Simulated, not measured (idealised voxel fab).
process module | voxel transistor to metal
cross-section cut | 165 nm wide | cells 5 nm
A cross-section is a grid of square cells, given in bands from the top down. A band is one or more rows of cells.
Each band's line starts with the height of the band's top and of its bottom, in nm. Then come its materials from left to right, each with its width in nm. One material with "throughout" fills the band from edge to edge. "air" is empty space.
Height 0 is the level under which the wafer as received is all one material. The lowest band goes on downwards, as in "0 down".
A width such as "30 to 40" changes by the same amount from each row of cells to the next, from the band's top row to its bottom row.
"no change" after a step means that no cell of the cross-section changed.
closed voids: empty space of 8 cells or more with no open way to the top, each as width x height at its distance from the left edge, in nm
after a step's settings: what the simulator itself notes on the step
overlay nm, on a step with a mask: how far to the right of its planned place the mask lay; to the left if negative
plan
1 op RECEIVE | material Si
2 op CONFORMAL_DEP | material SiO2 | thk nm 5
3 op CONFORMAL_DEP | material SiN | thk nm 10
4 op PATTERN | tone cover | mask id ACTIVE | material resist | width nm 105 | thk nm 15 | overlay nm 0
5 op DIRECTIONAL_ETCH | etch materials SiN | depth nm 10
6 op DIRECTIONAL_ETCH | etch materials SiO2 | depth nm 5
7 op DIRECTIONAL_ETCH | etch materials Si | depth nm 20
8 op STRIP | etch materials resist
9 op FILL_DEP | material SiO2 | thk nm 10
10 op CMP | height nm 15
11 op SELECTIVE_ETCH | etch materials SiO2 | depth nm 5
12 op STRIP | etch materials SiN
13 op SELECTIVE_ETCH | etch materials SiO2 | depth nm 5
14 op OXIDIZE | depth nm 5
15 op DIRECTIONAL_DEP | material polySi | thk nm 25
16 op DIRECTIONAL_DEP | material SiCN | thk nm 10
17 op DIRECTIONAL_DEP | material aC | thk nm 15
18 op PATTERN | tone cover | mask id GATE | material resist | width nm 15 | thk nm 30 | overlay nm 0
19 op DIRECTIONAL_ETCH | etch materials aC | depth nm 15
20 op STRIP | etch materials resist
21 op DIRECTIONAL_ETCH | etch materials SiCN | depth nm 20
22 op DIRECTIONAL_ETCH | etch materials polySi | depth nm 35
23 op STRIP | etch materials aC
24 op CONFORMAL_DEP | material SiO2 | thk nm 5
25 op DIRECTIONAL_ETCH | etch materials SiO2 | depth nm 5
26 op CONFORMAL_DEP | material SiN | thk nm 5
27 op DIRECTIONAL_ETCH | etch materials SiN | depth nm 5
28 op DIRECTIONAL_ETCH | etch materials SiO2 | depth nm 5
29 op EPI | material SiGe | thk nm 5
30 op FILL_DEP | material SiO2 | thk nm 10
31 op CMP | height nm 35
32 op DIRECTIONAL_DEP | material SiO2 | thk nm 10
33 op PATTERN | tone open | mask id CONTACT | material resist | width nm 20 | pitch nm 65 | thk nm 20 | overlay nm 0
34 op DIRECTIONAL_ETCH | etch materials SiO2 | depth nm 45
35 op STRIP | etch materials resist
36 op CONFORMAL_DEP | material TiN | thk nm 5
37 op FILL_DEP | material Ru | thk nm 5
38 op CMP | height nm 45
39 op DIRECTIONAL_DEP | material TiN | thk nm 5
40 op DIRECTIONAL_DEP | material W | thk nm 20
41 op MASKED_ETCH | tone cover | mask id METAL_1 | width nm 20 | pitch nm 65 | etch materials W | depth nm 20 | overlay nm 0
42 op MASKED_ETCH | tone cover | mask id METAL_1 | width nm 20 | pitch nm 65 | etch materials TiN | depth nm 5 | overlay nm 0
43 op CONFORMAL_DEP | material SiCN | thk nm 5
44 op FILL_DEP | material lowk | thk nm 10
45 op CMP | height nm 70
46 op CONFORMAL_DEP | material SiN | thk nm 5
first wafer, as planned
as received, after step 1
  0 down: Si throughout
  closed voids: none
after step 2
  5 to 0: SiO2 throughout
  below 0: unchanged
after step 3
  15 to 5: SiN throughout
  below 5: unchanged
after step 4
  30 to 15: air 30 | resist 105 | air 30
  below 15: unchanged
after step 5
  30 to 15: air 30 | resist 105 | air 30
  15 to 5: air 30 | SiN 105 | air 30
  below 5: unchanged
after step 6
  30 to 15: air 30 | resist 105 | air 30
  15 to 5: air 30 | SiN 105 | air 30
  5 to 0: air 30 | SiO2 105 | air 30
  below 0: unchanged
after step 7
  30 to 15: air 30 | resist 105 | air 30
  15 to 5: air 30 | SiN 105 | air 30
  5 to 0: air 30 | SiO2 105 | air 30
  0 to -20: air 30 | Si 105 | air 30
  below -20: unchanged
after step 8
  15 to 5: air 30 | SiN 105 | air 30
  below 5: unchanged
after step 9
  25 to 15: SiO2 throughout
  15 to 5: SiO2 30 | SiN 105 | SiO2 30
  5 to 0: SiO2 throughout
  0 to -20: SiO2 30 | Si 105 | SiO2 30
  below -20: unchanged
after step 10
  15 to 5: SiO2 30 | SiN 105 | SiO2 30
  below 5: unchanged
after step 11
  15 to 10: air 30 | SiN 105 | air 30
  below 10: unchanged
after step 12
  10 to 5: SiO2 30 | air 105 | SiO2 30
  below 5: unchanged
after step 13
  5 to 0: SiO2 25 | air 115 | SiO2 25
  below 0: unchanged
after step 14
  5 to 0: SiO2 25 | air 115 | SiO2 25
  0 to -5: SiO2 throughout
  below -5: unchanged
after step 15
  30 to 25: polySi 25 | air 115 | polySi 25
  25 to 5: polySi throughout
  5 to 0: SiO2 25 | polySi 115 | SiO2 25
  below 0: unchanged
after step 16
  40 to 35: SiCN 25 | air 115 | SiCN 25
  35 to 30: SiCN throughout
  30 to 25: polySi 25 | SiCN 115 | polySi 25
  below 25: unchanged
after step 17
  55 to 50: aC 25 | air 115 | aC 25
  50 to 40: aC throughout
  40 to 35: SiCN 25 | aC 115 | SiCN 25
  below 35: unchanged
after step 18
  85 to 55: air 75 | resist 15 | air 75
  55 to 50: aC 25 | air 50 | resist 15 | air 50 | aC 25
  below 50: unchanged
after step 19
  70 to 50: air 75 | resist 15 | air 75
  50 to 40: air 75 | aC 15 | air 75
  40 to 35: SiCN 25 | air 50 | aC 15 | air 50 | SiCN 25
  below 35: unchanged
after step 20
  50 to 40: air 75 | aC 15 | air 75
  below 40: unchanged
after step 21
  50 to 35: air 75 | aC 15 | air 75
  35 to 30: air 75 | SiCN 15 | air 75
  30 to 25: polySi 25 | air 50 | SiCN 15 | air 50 | polySi 25
  below 25: unchanged
after step 22
  50 to 35: air 75 | aC 15 | air 75
  35 to 25: air 75 | SiCN 15 | air 75
  25 to 5: air 75 | polySi 15 | air 75
  5 to 0: SiO2 25 | air 50 | polySi 15 | air 50 | SiO2 25
  below 0: unchanged
after step 23
  35 to 25: air 75 | SiCN 15 | air 75
  below 25: unchanged
after step 24
  40 to 35: air 70 | SiO2 25 | air 70
  35 to 25: air 70 | SiO2 5 | SiCN 15 | SiO2 5 | air 70
  25 to 10: air 70 | SiO2 5 | polySi 15 | SiO2 5 | air 70
  10 to 5: SiO2 30 | air 40 | SiO2 5 | polySi 15 | SiO2 5 | air 40 | SiO2 30
  5 to 0: SiO2 75 | polySi 15 | SiO2 75
  below 0: unchanged
after step 25
  35 to 25: air 70 | SiO2 5 | SiCN 15 | SiO2 5 | air 70
  25 to 5: air 70 | SiO2 5 | polySi 15 | SiO2 5 | air 70
  5 to 0: SiO2 30 | air 40 | SiO2 5 | polySi 15 | SiO2 5 | air 40 | SiO2 30
  below 0: unchanged
after step 26
  40 to 35: air 65 | SiN 35 | air 65
  35 to 25: air 65 | SiN 5 | SiO2 5 | SiCN 15 | SiO2 5 | SiN 5 | air 65
  25 to 10: air 65 | SiN 5 | SiO2 5 | polySi 15 | SiO2 5 | SiN 5 | air 65
  10 to 5: SiN 35 | air 30 | SiN 5 | SiO2 5 | polySi 15 | SiO2 5 | SiN 5 | air 30 | SiN 35
  5 to 0: SiO2 30 | SiN 40 | SiO2 5 | polySi 15 | SiO2 5 | SiN 40 | SiO2 30
  below 0: unchanged
after step 27
  35 to 25: air 65 | SiN 5 | SiO2 5 | SiCN 15 | SiO2 5 | SiN 5 | air 65
  25 to 5: air 65 | SiN 5 | SiO2 5 | polySi 15 | SiO2 5 | SiN 5 | air 65
  5 to 0: SiO2 30 | SiN 5 | air 30 | SiN 5 | SiO2 5 | polySi 15 | SiO2 5 | SiN 5 | air 30 | SiN 5 | SiO2 30
  below 0: unchanged
after step 28
  35 to 30: air 65 | SiN 5 | air 5 | SiCN 15 | air 5 | SiN 5 | air 65
  30 to 25: air 65 | SiN 5 | SiO2 5 | SiCN 15 | SiO2 5 | SiN 5 | air 65
  25 to 5: air 65 | SiN 5 | SiO2 5 | polySi 15 | SiO2 5 | SiN 5 | air 65
  5 to 0: air 30 | SiN 5 | air 30 | SiN 5 | SiO2 5 | polySi 15 | SiO2 5 | SiN 5 | air 30 | SiN 5 | air 30
  0 to -5: SiO2 35 | air 30 | SiO2 35 | air 30 | SiO2 35
  below -5: unchanged
after step 29
  35 to 30: air 65 | SiN 5 | air 5 | SiCN 15 | air 5 | SiN 5 | air 65
  30 to 25: air 65 | SiN 5 | SiO2 5 | SiCN 15 | SiO2 5 | SiN 5 | air 65
  25 to 5: air 65 | SiN 5 | SiO2 5 | polySi 15 | SiO2 5 | SiN 5 | air 65
  5 to 0: air 30 | SiN 5 | air 30 | SiN 5 | SiO2 5 | polySi 15 | SiO2 5 | SiN 5 | air 30 | SiN 5 | air 30
  0 to -5: SiO2 35 | SiGe 30 | SiO2 35 | SiGe 30 | SiO2 35
  below -5: unchanged
after step 30
  45 to 35: SiO2 throughout
  35 to 25: SiO2 65 | SiN 5 | SiO2 5 | SiCN 15 | SiO2 5 | SiN 5 | SiO2 65
  25 to 5: SiO2 65 | SiN 5 | SiO2 5 | polySi 15 | SiO2 5 | SiN 5 | SiO2 65
  5 to 0: SiO2 30 | SiN 5 | SiO2 30 | SiN 5 | SiO2 5 | polySi 15 | SiO2 5 | SiN 5 | SiO2 30 | SiN 5 | SiO2 30
  below 0: unchanged
after step 31
  35 to 25: SiO2 65 | SiN 5 | SiO2 5 | SiCN 15 | SiO2 5 | SiN 5 | SiO2 65
  below 25: unchanged
after step 32
  45 to 35: SiO2 throughout
  below 35: unchanged
after step 33
  65 to 45: resist 40 | air 20 | resist 45 | air 20 | resist 40
  below 45: unchanged
after step 34
  65 to 45: resist 40 | air 20 | resist 45 | air 20 | resist 40
  45 to 35: SiO2 40 | air 20 | SiO2 45 | air 20 | SiO2 40
  35 to 25: SiO2 40 | air 20 | SiO2 5 | SiN 5 | SiO2 5 | SiCN 15 | SiO2 5 | SiN 5 | SiO2 5 | air 20 | SiO2 40
  25 to 5: SiO2 40 | air 20 | SiO2 5 | SiN 5 | SiO2 5 | polySi 15 | SiO2 5 | SiN 5 | SiO2 5 | air 20 | SiO2 40
  5 to 0: SiO2 30 | SiN 5 | SiO2 5 | air 20 | SiO2 5 | SiN 5 | SiO2 5 | polySi 15 | SiO2 5 | SiN 5 | SiO2 5 | air 20 | SiO2 5 | SiN 5 | SiO2 30
  below 0: unchanged
after step 35
  45 to 35: SiO2 40 | air 20 | SiO2 45 | air 20 | SiO2 40
  below 35: unchanged
after step 36
  50 to 45: TiN 45 | air 10 | TiN 55 | air 10 | TiN 45
  45 to 35: SiO2 40 | TiN 5 | air 10 | TiN 5 | SiO2 45 | TiN 5 | air 10 | TiN 5 | SiO2 40
  35 to 25: SiO2 40 | TiN 5 | air 10 | TiN 5 | SiO2 5 | SiN 5 | SiO2 5 | SiCN 15 | SiO2 5 | SiN 5 | SiO2 5 | TiN 5 | air 10 | TiN 5 | SiO2 40
  25 to 5: SiO2 40 | TiN 5 | air 10 | TiN 5 | SiO2 5 | SiN 5 | SiO2 5 | polySi 15 | SiO2 5 | SiN 5 | SiO2 5 | TiN 5 | air 10 | TiN 5 | SiO2 40
  5 to 0: SiO2 30 | SiN 5 | SiO2 5 | TiN 20 | SiO2 5 | SiN 5 | SiO2 5 | polySi 15 | SiO2 5 | SiN 5 | SiO2 5 | TiN 20 | SiO2 5 | SiN 5 | SiO2 30
  below 0: unchanged
after step 37
  55 to 50: Ru throughout
  50 to 45: TiN 45 | Ru 10 | TiN 55 | Ru 10 | TiN 45
  45 to 35: SiO2 40 | TiN 5 | Ru 10 | TiN 5 | SiO2 45 | TiN 5 | Ru 10 | TiN 5 | SiO2 40
  35 to 25: SiO2 40 | TiN 5 | Ru 10 | TiN 5 | SiO2 5 | SiN 5 | SiO2 5 | SiCN 15 | SiO2 5 | SiN 5 | SiO2 5 | TiN 5 | Ru 10 | TiN 5 | SiO2 40
  25 to 5: SiO2 40 | TiN 5 | Ru 10 | TiN 5 | SiO2 5 | SiN 5 | SiO2 5 | polySi 15 | SiO2 5 | SiN 5 | SiO2 5 | TiN 5 | Ru 10 | TiN 5 | SiO2 40
  below 5: unchanged
after step 38
  45 to 35: SiO2 40 | TiN 5 | Ru 10 | TiN 5 | SiO2 45 | TiN 5 | Ru 10 | TiN 5 | SiO2 40
  below 35: unchanged
after step 39
  50 to 45: TiN throughout
  below 45: unchanged
after step 40
  70 to 50: W throughout
  below 50: unchanged
after step 41
  70 to 50: air 40 | W 20 | air 45 | W 20 | air 40
  below 50: unchanged
after step 42
  70 to 50: air 40 | W 20 | air 45 | W 20 | air 40
  50 to 45: air 40 | TiN 20 | air 45 | TiN 20 | air 40
  below 45: unchanged
after step 43
  75 to 70: air 35 | SiCN 30 | air 35 | SiCN 30 | air 35
  70 to 50: air 35 | SiCN 5 | W 20 | SiCN 5 | air 35 | SiCN 5 | W 20 | SiCN 5 | air 35
  50 to 45: SiCN 40 | TiN 20 | SiCN 45 | TiN 20 | SiCN 40
  below 45: unchanged
after step 44
  85 to 75: lowk throughout
  75 to 70: lowk 35 | SiCN 30 | lowk 35 | SiCN 30 | lowk 35
  70 to 50: lowk 35 | SiCN 5 | W 20 | SiCN 5 | lowk 35 | SiCN 5 | W 20 | SiCN 5 | lowk 35
  below 50: unchanged
after step 45
  70 to 50: lowk 35 | SiCN 5 | W 20 | SiCN 5 | lowk 35 | SiCN 5 | W 20 | SiCN 5 | lowk 35
  below 50: unchanged
after step 46
  75 to 70: SiN throughout
  below 70: unchanged
second wafer: like start, like plan, one mistake. Through step 38 it matches the first wafer
when step 39 should have ended
  65 to 45: W throughout
  below 45: unchanged
when step 40 should have ended
  70 to 65: TiN throughout
  below 65: unchanged
when step 41 should have ended: no change
when step 42 should have ended
  70 to 65: air 40 | TiN 20 | air 45 | TiN 20 | air 40
  below 65: unchanged
when step 43 should have ended
  75 to 70: air 35 | SiCN 30 | air 35 | SiCN 30 | air 35
  70 to 65: SiCN 40 | TiN 20 | SiCN 45 | TiN 20 | SiCN 40
  below 65: unchanged
when step 44 should have ended
  85 to 75: lowk throughout
  75 to 70: lowk 35 | SiCN 30 | lowk 35 | SiCN 30 | lowk 35
  below 70: unchanged
when step 45 should have ended
  70 to 65: SiCN 40 | TiN 20 | SiCN 45 | TiN 20 | SiCN 40
  below 65: unchanged
when step 46 should have ended
  75 to 70: SiN throughout
  below 70: unchanged
what went wrong: steps 39 and 40 were swapped
at the end the second wafer has, in cells: 16 fewer of SiCN | 100 more of W | 84 fewer of lowk
